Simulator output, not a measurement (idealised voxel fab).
You're looking at the process module voxel ribs on slabs.
280 nm wide, 5 nm square cells: that's cross-section cut.
How to read a cross-section here: the picture is a grid of square cells, written as bands going from the top down, and any band can span one or more rows of cells.
Look at the band entry: it leads with the top's height and the bottom's height in nm. Then it lists the materials left to right, with a width in nm for each. The word "full width" on a single material says that material fills the band edge to edge. The word "air" is empty space.
Where do heights start? At 0: under that level the wafer as delivered is made of one material only. And the lowest band has no floor; it just carries on downward, as in "0 -> down".
A width such as "30->40" changes by the same amount from each row of cells to the next, from the band's top row to its bottom row.
Where the words "nothing different" appear for a step, the cross-section shows no cell changed by that step; every cell remained as before.
So "Non-vented voids" is basically the list of trapped voids: any empty space of 8 cells or more that can't reach the top through an opening. They're written width x height at distance, the distance being from the left edge, and it's all nm.
Anything after a step's settings on that line? It's the simulator's own note about the step.
overlay nm: for a step with a mask, the amount by which the mask lay right of where it was planned; a negative amount means left of it.
The remainder of this document consists of a sequence of paired cross-sections. Each pair presents the cross-section prior to one process step together with the cross-section following it, the latter being rendered only as deep as the lowest band that underwent change. The intervening step, together with its settings, is stated beneath each pair. Because the pairs may originate from different runs of this module on the same starting wafer, a given pair is to be read as continuing from the preceding pair only where its entry headed "Prior to step" so indicates.
## Prior to step
> 0 -> down = Si full width
> Non-vented voids: none
## Structure After Step
> 25 -> 0 = SiO2 full width
> Note: structure below 0 unchanged.
> Non-vented voids: none
What sits between those two cross-sections? DIRECTIONAL_DEP | material SiO2 | thk nm 25
Prior to step: just use the after drawing of the pair above as your starting point.
## Structure After Step
> 50 -> 25 = polySi full width
> Note: structure below 25 unchanged.
> Non-vented voids: none
What sits between those two cross-sections? DIRECTIONAL_DEP | material polySi | thk nm 25
Prior to step: just use the after drawing of the pair above as your starting point.
## Structure After Step
> 50 -> 40 = air=125; polySi=25; air=130
> Note: structure below 40 unchanged.
> Non-vented voids: none
What sits between those two cross-sections? MASKED_ETCH | tone cover | mask id RIB | width nm 25 | etch materials polySi | depth nm 10 | overlay nm 0
Prior to step: just use the after drawing of the pair above as your starting point.
## Structure After Step
> 65 -> 55 = air=125; aC=25; air=130
> 55 -> 50 = aC full width
> 50 -> 40 = aC=125; polySi=25; aC=130
> Note: structure below 40 unchanged.
> Non-vented voids: none
What sits between those two cross-sections? DIRECTIONAL_DEP | material aC | thk nm 15
Prior to step: just use the after drawing of the pair above as your starting point.
## Structure After Step
> 100 -> 65 = air=110; resist=55; air=115
> 65 -> 55 = air=110; resist=15; aC=25; resist=15; air=115
> Note: structure below 55 unchanged.
> Non-vented voids: none
What sits between those two cross-sections? PATTERN | tone cover | mask id SLAB | material resist | width nm 55 | thk nm 35 | overlay nm 0
Prior to step: just use the after drawing of the pair above as your starting point.
## Structure After Step
> 85 -> 65 = air=110; resist=55; air=115
> 65 -> 55 = air=110; resist=15; aC=25; resist=15; air=115
> 55 -> 50 = air=110; aC=55; air=115
> 50 -> 40 = air=110; aC=15; polySi=25; aC=15; air=115
> Note: structure below 40 unchanged.
> Non-vented voids: none
What sits between those two cross-sections? DIRECTIONAL_ETCH | etch materials aC | depth nm 15
Prior to step: just use the after drawing of the pair above as your starting point.
## Structure After Step
> 65 -> 55 = air=125; aC=25; air=130
> Note: structure below 55 unchanged.
> Non-vented voids: none
What sits between those two cross-sections? STRIP | etch materials resist
Prior to step: just use the after drawing of the pair above as your starting point.
## Structure After Step
> 65 -> 55 = air=125; aC=25; air=130
> 55 -> 50 = air=110; aC=55; air=115
> 50 -> 40 = air=110; aC=15; polySi=25; aC=15; air=115
> 40 -> 25 = air=110; polySi=55; air=115
> Note: structure below 25 unchanged.
> Non-vented voids: none
What sits between those two cross-sections? DIRECTIONAL_ETCH | etch materials polySi | depth nm 15
Prior to step: just use the after drawing of the pair above as your starting point.
## Structure After Step
> 50 -> 40 = air=125; polySi=25; air=130
> Note: structure below 40 unchanged.
> Non-vented voids: none
What sits between those two cross-sections? STRIP | etch materials aC
Prior to step: just use the after drawing of the pair above as your starting point.
## Structure After Step
> 65 -> 50 = SiO2 full width
> 50 -> 40 = SiO2=125; polySi=25; SiO2=130
> 40 -> 25 = SiO2=110; polySi=55; SiO2=115
> Note: structure below 25 unchanged.
> Non-vented voids: none
What sits between those two cross-sections? FILL_DEP | material SiO2 | thk nm 15
Prior to step: just use the after drawing of the pair above as your starting point.
## Structure After Step
> 60 -> 50 = SiO2 full width
> Note: structure below 50 unchanged.
> Non-vented voids: none
What sits between those two cross-sections? CMP | height nm 60
Prior to step: just use the after drawing of the pair above as your starting point.
## Structure After Step
> 70 -> 60 = TiN full width
> Note: structure below 60 unchanged.
> Non-vented voids: none
What sits between those two cross-sections? DIRECTIONAL_DEP | material TiN | thk nm 10
Prior to step: just use the after drawing of the pair above as your starting point.
## Structure After Step
> 70 -> 60 = air=120; TiN=35; air=125
> Note: structure below 60 unchanged.
> Non-vented voids: none
What sits between those two cross-sections? MASKED_ETCH | tone cover | mask id HEATER | width nm 35 | etch materials TiN | depth nm 10 | overlay nm 0
Prior to step: just use the after drawing of the pair above as your starting point.
## Structure After Step
> 75 -> 70 = air=115; SiN=45; air=120
> 70 -> 65 = air=115; SiN=5; TiN=35; SiN=5; air=120
> 65 -> 60 = SiN=120; TiN=35; SiN=125
> Note: structure below 60 unchanged.
> Non-vented voids: none
What sits between those two cross-sections? CONFORMAL_DEP | material SiN | thk nm 5
## Prior to step
> 25 -> 0 = SiO2 full width
> 0 -> down = Si full width
> Non-vented voids: none
## Structure After Step
> 50 -> 0 = SiO2 full width
> Note: structure below 0 unchanged.
> Non-vented voids: none
What sits between those two cross-sections? DIRECTIONAL_DEP | material SiO2 | thk nm 25
Prior to step: just use the after drawing of the pair above as your starting point.
## Structure After Step
> 75 -> 50 = polySi full width
> Note: structure below 50 unchanged.
> Non-vented voids: none
What sits between those two cross-sections? DIRECTIONAL_DEP | material polySi | thk nm 25
Prior to step: just use the after drawing of the pair above as your starting point.
## Structure After Step
> 75 -> 65 = air=125; polySi=25; air=130
> Note: structure below 65 unchanged.
> Non-vented voids: none
What sits between those two cross-sections? MASKED_ETCH | tone cover | mask id RIB | width nm 25 | etch materials polySi | depth nm 10 | overlay nm 0
Prior to step: just use the after drawing of the pair above as your starting point.
## Structure After Step
> 90 -> 80 = air=125; aC=25; air=130
> 80 -> 75 = aC full width
> 75 -> 65 = aC=125; polySi=25; aC=130
> Note: structure below 65 unchanged.
> Non-vented voids: none
What sits between those two cross-sections? DIRECTIONAL_DEP | material aC | thk nm 15
Prior to step: just use the after drawing of the pair above as your starting point.
## Structure After Step
> 125 -> 90 = air=110; resist=55; air=115
> 90 -> 80 = air=110; resist=15; aC=25; resist=15; air=115
> Note: structure below 80 unchanged.
> Non-vented voids: none
What sits between those two cross-sections? PATTERN | tone cover | mask id SLAB | material resist | width nm 55 | thk nm 35 | overlay nm 0
Prior to step: just use the after drawing of the pair above as your starting point.
## Structure After Step
> 110 -> 90 = air=110; resist=55; air=115
> 90 -> 80 = air=110; resist=15; aC=25; resist=15; air=115
> 80 -> 75 = air=110; aC=55; air=115
> 75 -> 65 = air=110; aC=15; polySi=25; aC=15; air=115
> Note: structure below 65 unchanged.
> Non-vented voids: none
What sits between those two cross-sections? DIRECTIONAL_ETCH | etch materials aC | depth nm 15
Prior to step: just use the after drawing of the pair above as your starting point.
## Structure After Step
> 90 -> 80 = air=125; aC=25; air=130
> Note: structure below 80 unchanged.
> Non-vented voids: none
What sits between those two cross-sections? STRIP | etch materials resist
Prior to step: just use the after drawing of the pair above as your starting point.
## Structure After Step
> 90 -> 80 = air=125; aC=25; air=130
> 80 -> 75 = air=110; aC=55; air=115
> 75 -> 65 = air=110; aC=15; polySi=25; aC=15; air=115
> 65 -> 50 = air=110; polySi=55; air=115
> Note: structure below 50 unchanged.
> Non-vented voids: none
What sits between those two cross-sections? DIRECTIONAL_ETCH | etch materials polySi | depth nm 15
Prior to step: just use the after drawing of the pair above as your starting point.
## Structure After Step
> 75 -> 65 = air=125; polySi=25; air=130
> Note: structure below 65 unchanged.
> Non-vented voids: none
What sits between those two cross-sections? STRIP | etch materials aC
Prior to step: just use the after drawing of the pair above as your starting point.
## Structure After Step
> 90 -> 75 = SiO2 full width
> 75 -> 65 = SiO2=125; polySi=25; SiO2=130
> 65 -> 50 = SiO2=110; polySi=55; SiO2=115
> Note: structure below 50 unchanged.
> Non-vented voids: none
What sits between those two cross-sections? FILL_DEP | material SiO2 | thk nm 15
Prior to step: just use the after drawing of the pair above as your starting point.
## Structure After Step
> 60 -> 50 = SiO2=110; polySi=55; SiO2=115
> Note: structure below 50 unchanged.
> Non-vented voids: none
What sits between those two cross-sections? CMP | height nm 60
Prior to step: just use the after drawing of the pair above as your starting point.
## Structure After Step
> 70 -> 60 = TiN full width
> Note: structure below 60 unchanged.
> Non-vented voids: none
What sits between those two cross-sections? DIRECTIONAL_DEP | material TiN | thk nm 10
Prior to step: just use the after drawing of the pair above as your starting point.
## Structure After Step
> 70 -> 60 = air=120; TiN=35; air=125
> Note: structure below 60 unchanged.
> Non-vented voids: none
What sits between those two cross-sections? MASKED_ETCH | tone cover | mask id HEATER | width nm 35 | etch materials TiN | depth nm 10 | overlay nm 0
Prior to step: just use the after drawing of the pair above as your starting point.
## Structure After Step
> 75 -> 70 = air=115; SiN=45; air=120
> 70 -> 65 = air=115; SiN=5; TiN=35; SiN=5; air=120
> 65 -> 60 = SiN=120; TiN=35; SiN=125
> Note: structure below 60 unchanged.
> Non-vented voids: none
What sits between those two cross-sections? CONFORMAL_DEP | material SiN | thk nm 5
## Prior to step
> 0 -> down = Si full width
> Non-vented voids: none
## Structure After Step
> 25 -> 0 = polySi full width
> Note: structure below 0 unchanged.
> Non-vented voids: none
What sits between those two cross-sections? DIRECTIONAL_DEP | material polySi | thk nm 25
Prior to step: just use the after drawing of the pair above as your starting point.
## Structure After Step
> 50 -> 25 = SiO2 full width
> Note: structure below 25 unchanged.
> Non-vented voids: none
What sits between those two cross-sections? DIRECTIONAL_DEP | material SiO2 | thk nm 25
Prior to step: just use the after drawing of the pair above as your starting point.
## Structure After Step
> 65 -> 50 = aC full width
> Note: structure below 50 unchanged.
> Non-vented voids: none
What sits between those two cross-sections? DIRECTIONAL_DEP | material aC | thk nm 15
Prior to step: just use the after drawing of the pair above as your starting point.
## Structure After Step
> 100 -> 65 = air=110; resist=55; air=115
> Note: structure below 65 unchanged.
> Non-vented voids: none
What sits between those two cross-sections? PATTERN | tone cover | mask id SLAB | material resist | width nm 55 | thk nm 35 | overlay nm 0
Prior to step: just use the after drawing of the pair above as your starting point.
## Structure After Step
> 85 -> 65 = air=110; resist=55; air=115
> 65 -> 50 = air=110; aC=55; air=115
> Note: structure below 50 unchanged.
> Non-vented voids: none
What sits between those two cross-sections? DIRECTIONAL_ETCH | etch materials aC | depth nm 15
Prior to step: just use the after drawing of the pair above as your starting point.
## Structure After Step
> 65 -> 50 = air=110; aC=55; air=115
> Note: structure below 50 unchanged.
> Non-vented voids: none
What sits between those two cross-sections? STRIP | etch materials resist
Prior to step: just use the after drawing of the pair above as your starting point.
## Structure After Step
> 50 -> 25 = SiO2 full width
> Note: structure below 25 unchanged.
> Non-vented voids: none
What sits between those two cross-sections? STRIP | etch materials aC
Prior to step: just use the after drawing of the pair above as your starting point.
## Structure After Step
> 65 -> 25 = SiO2 full width
> Note: structure below 25 unchanged.
> Non-vented voids: none
What sits between those two cross-sections? FILL_DEP | material SiO2 | thk nm 15
Prior to step: just use the after drawing of the pair above as your starting point.
## Structure After Step
> 60 -> 25 = SiO2 full width
> Note: structure below 25 unchanged.
> Non-vented voids: none
What sits between those two cross-sections? CMP | height nm 60
Prior to step: just use the after drawing of the pair above as your starting point.
## Structure After Step
> 70 -> 60 = TiN full width
> Note: structure below 60 unchanged.
> Non-vented voids: none
What sits between those two cross-sections? DIRECTIONAL_DEP | material TiN | thk nm 10
Prior to step: just use the after drawing of the pair above as your starting point.
## Structure After Step
> 70 -> 60 = air=120; TiN=35; air=125
> Note: structure below 60 unchanged.
> Non-vented voids: none
What sits between those two cross-sections? MASKED_ETCH | tone cover | mask id HEATER | width nm 35 | etch materials TiN | depth nm 10 | overlay nm 0
Prior to step: just use the after drawing of the pair above as your starting point.
## Structure After Step
> 75 -> 70 = air=115; SiN=45; air=120
> 70 -> 65 = air=115; SiN=5; TiN=35; SiN=5; air=120
> 65 -> 60 = SiN=120; TiN=35; SiN=125
> Note: structure below 60 unchanged.
> Non-vented voids: none
What sits between those two cross-sections? CONFORMAL_DEP | material SiN | thk nm 5
## Prior to step
> 60 -> 50 = SiO2 full width
> 50 -> 40 = SiO2=125; polySi=25; SiO2=130
> 40 -> 25 = SiO2=110; polySi=55; SiO2=115
> 25 -> 0 = SiO2 full width
> 0 -> down = Si full width
> Non-vented voids: none
## Structure After Step
> 65 -> 60 = TiN full width
> Note: structure below 60 unchanged.
> Non-vented voids: none
What sits between those two cross-sections? DIRECTIONAL_DEP | material TiN | thk nm 5
Prior to step: just use the after drawing of the pair above as your starting point.
## Structure After Step
> 65 -> 60 = air=120; TiN=35; air=125
> Note: structure below 60 unchanged.
> Non-vented voids: none
What sits between those two cross-sections? MASKED_ETCH | tone cover | mask id HEATER | width nm 35 | etch materials TiN | depth nm 10 | overlay nm 0
Prior to step: just use the after drawing of the pair above as your starting point.
## Structure After Step
> 70 -> 65 = air=115; SiN=45; air=120
> 65 -> 60 = SiN=120; TiN=35; SiN=125
> Note: structure below 60 unchanged.
> Non-vented voids: none
What sits between those two cross-sections? CONFORMAL_DEP | material SiN | thk nm 5
## Prior to step
> 70 -> 60 = TiN full width
> 60 -> 50 = SiO2 full width
> 50 -> 40 = SiO2=125; polySi=25; SiO2=130
> 40 -> 25 = SiO2=110; polySi=55; SiO2=115
> 25 -> 0 = SiO2 full width
> 0 -> down = Si full width
> Non-vented voids: none
## Structure After Step
> 70 -> 60 = air=125; TiN=25; air=130
> Note: structure below 60 unchanged.
> Non-vented voids: none
What sits between those two cross-sections? MASKED_ETCH | tone cover | mask id HEATER | width nm 25 | etch materials TiN | depth nm 10 | overlay nm 0
Prior to step: just use the after drawing of the pair above as your starting point.
## Structure After Step
> 75 -> 70 = air=120; SiN=35; air=125
> 70 -> 65 = air=120; SiN=5; TiN=25; SiN=5; air=125
> 65 -> 60 = SiN=125; TiN=25; SiN=130
> Note: structure below 60 unchanged.
> Non-vented voids: none
What sits between those two cross-sections? CONFORMAL_DEP | material SiN | thk nm 5
## Prior to step
> 65 -> 55 = air=125; aC=25; air=130
> 55 -> 50 = aC full width
> 50 -> 40 = aC=125; polySi=25; aC=130
> 40 -> 25 = polySi full width
> 25 -> 0 = SiO2 full width
> 0 -> down = Si full width
> Non-vented voids: none
## Structure After Step
> 100 -> 65 = air=115; resist=55; air=110
> 65 -> 55 = air=115; resist=10; aC=25; resist=20; air=110
> Note: structure below 55 unchanged.
> Non-vented voids: none
What sits between those two cross-sections? PATTERN | tone cover | mask id SLAB | material resist | width nm 55 | thk nm 35 | overlay nm 5
Prior to step: just use the after drawing of the pair above as your starting point.
## Structure After Step
> 85 -> 65 = air=115; resist=55; air=110
> 65 -> 55 = air=115; resist=10; aC=25; resist=20; air=110
> 55 -> 50 = air=115; aC=55; air=110
> 50 -> 40 = air=115; aC=10; polySi=25; aC=20; air=110
> Note: structure below 40 unchanged.
> Non-vented voids: none
What sits between those two cross-sections? DIRECTIONAL_ETCH | etch materials aC | depth nm 15
Prior to step: just use the after drawing of the pair above as your starting point.
## Structure After Step
> 65 -> 55 = air=125; aC=25; air=130
> Note: structure below 55 unchanged.
> Non-vented voids: none
What sits between those two cross-sections? STRIP | etch materials resist
Prior to step: just use the after drawing of the pair above as your starting point.
## Structure After Step
> 65 -> 55 = air=125; aC=25; air=130
> 55 -> 50 = air=115; aC=55; air=110
> 50 -> 40 = air=115; aC=10; polySi=25; aC=20; air=110
> 40 -> 25 = air=115; polySi=55; air=110
> Note: structure below 25 unchanged.
> Non-vented voids: none
What sits between those two cross-sections? DIRECTIONAL_ETCH | etch materials polySi | depth nm 15
Prior to step: just use the after drawing of the pair above as your starting point.
## Structure After Step
> 50 -> 40 = air=125; polySi=25; air=130
> Note: structure below 40 unchanged.
> Non-vented voids: none
What sits between those two cross-sections? STRIP | etch materials aC
Prior to step: just use the after drawing of the pair above as your starting point.
## Structure After Step
> 65 -> 50 = SiO2 full width
> 50 -> 40 = SiO2=125; polySi=25; SiO2=130
> 40 -> 25 = SiO2=115; polySi=55; SiO2=110
> Note: structure below 25 unchanged.
> Non-vented voids: none
What sits between those two cross-sections? FILL_DEP | material SiO2 | thk nm 15
Prior to step: just use the after drawing of the pair above as your starting point.
## Structure After Step
> 60 -> 50 = SiO2 full width
> Note: structure below 50 unchanged.
> Non-vented voids: none
What sits between those two cross-sections? CMP | height nm 60
Prior to step: just use the after drawing of the pair above as your starting point.
## Structure After Step
> 70 -> 60 = TiN full width
> Note: structure below 60 unchanged.
> Non-vented voids: none
What sits between those two cross-sections? DIRECTIONAL_DEP | material TiN | thk nm 10
Prior to step: just use the after drawing of the pair above as your starting point.
## Structure After Step
> 70 -> 60 = air=120; TiN=35; air=125
> Note: structure below 60 unchanged.
> Non-vented voids: none
What sits between those two cross-sections? MASKED_ETCH | tone cover | mask id HEATER | width nm 35 | etch materials TiN | depth nm 10 | overlay nm 0
Prior to step: just use the after drawing of the pair above as your starting point.
## Structure After Step
> 75 -> 70 = air=115; SiN=45; air=120
> 70 -> 65 = air=115; SiN=5; TiN=35; SiN=5; air=120
> 65 -> 60 = SiN=120; TiN=35; SiN=125
> Note: structure below 60 unchanged.
> Non-vented voids: none
What sits between those two cross-sections? CONFORMAL_DEP | material SiN | thk nm 5
## Prior to step
> 50 -> 40 = air=125; polySi=25; air=130
> 40 -> 25 = air=110; polySi=55; air=115
> 25 -> 0 = SiO2 full width
> 0 -> down = Si full width
> Non-vented voids: none
## Structure After Step
> 65 -> 50 = aC full width
> 50 -> 40 = aC=125; polySi=25; aC=130
> 40 -> 25 = aC=110; polySi=55; aC=115
> Note: structure below 25 unchanged.
> Non-vented voids: none
What sits between those two cross-sections? FILL_DEP | material aC | thk nm 15
Prior to step: just use the after drawing of the pair above as your starting point.
## Structure After Step
> 60 -> 50 = aC full width
> Note: structure below 50 unchanged.
> Non-vented voids: none
What sits between those two cross-sections? CMP | height nm 60
Prior to step: just use the after drawing of the pair above as your starting point.
## Structure After Step
> 70 -> 60 = TiN full width
> Note: structure below 60 unchanged.
> Non-vented voids: none
What sits between those two cross-sections? DIRECTIONAL_DEP | material TiN | thk nm 10
Prior to step: just use the after drawing of the pair above as your starting point.
## Structure After Step
> 70 -> 60 = air=120; TiN=35; air=125
> Note: structure below 60 unchanged.
> Non-vented voids: none
What sits between those two cross-sections? MASKED_ETCH | tone cover | mask id HEATER | width nm 35 | etch materials TiN | depth nm 10 | overlay nm 0
Prior to step: just use the after drawing of the pair above as your starting point.
## Structure After Step
> 75 -> 70 = air=115; SiN=45; air=120
> 70 -> 65 = air=115; SiN=5; TiN=35; SiN=5; air=120
> 65 -> 60 = SiN=120; TiN=35; SiN=125
> Note: structure below 60 unchanged.
> Non-vented voids: none
What sits between those two cross-sections? CONFORMAL_DEP | material SiN | thk nm 5
## Prior to step
> 70 -> 60 = TiN full width
> 60 -> 50 = SiO2 full width
> 50 -> 40 = SiO2=125; polySi=25; SiO2=130
> 40 -> 25 = SiO2=110; polySi=55; SiO2=115
> 25 -> 0 = SiO2 full width
> 0 -> down = Si full width
> Non-vented voids: none
## Structure After Step
> 70 -> 60 = TiN=120; air=35; TiN=125
> Note: structure below 60 unchanged.
> Non-vented voids: none
What sits between those two cross-sections? MASKED_ETCH | tone open | mask id HEATER | width nm 35 | etch materials TiN | depth nm 10 | overlay nm 0
Prior to step: just use the after drawing of the pair above as your starting point.
## Structure After Step
> 75 -> 70 = SiN=125; air=25; SiN=130
> 70 -> 65 = TiN=120; SiN=5; air=25; SiN=5; TiN=125
> 65 -> 60 = TiN=120; SiN=35; TiN=125
> Note: structure below 60 unchanged.
> Non-vented voids: none
What sits between those two cross-sections? CONFORMAL_DEP | material SiN | thk nm 5
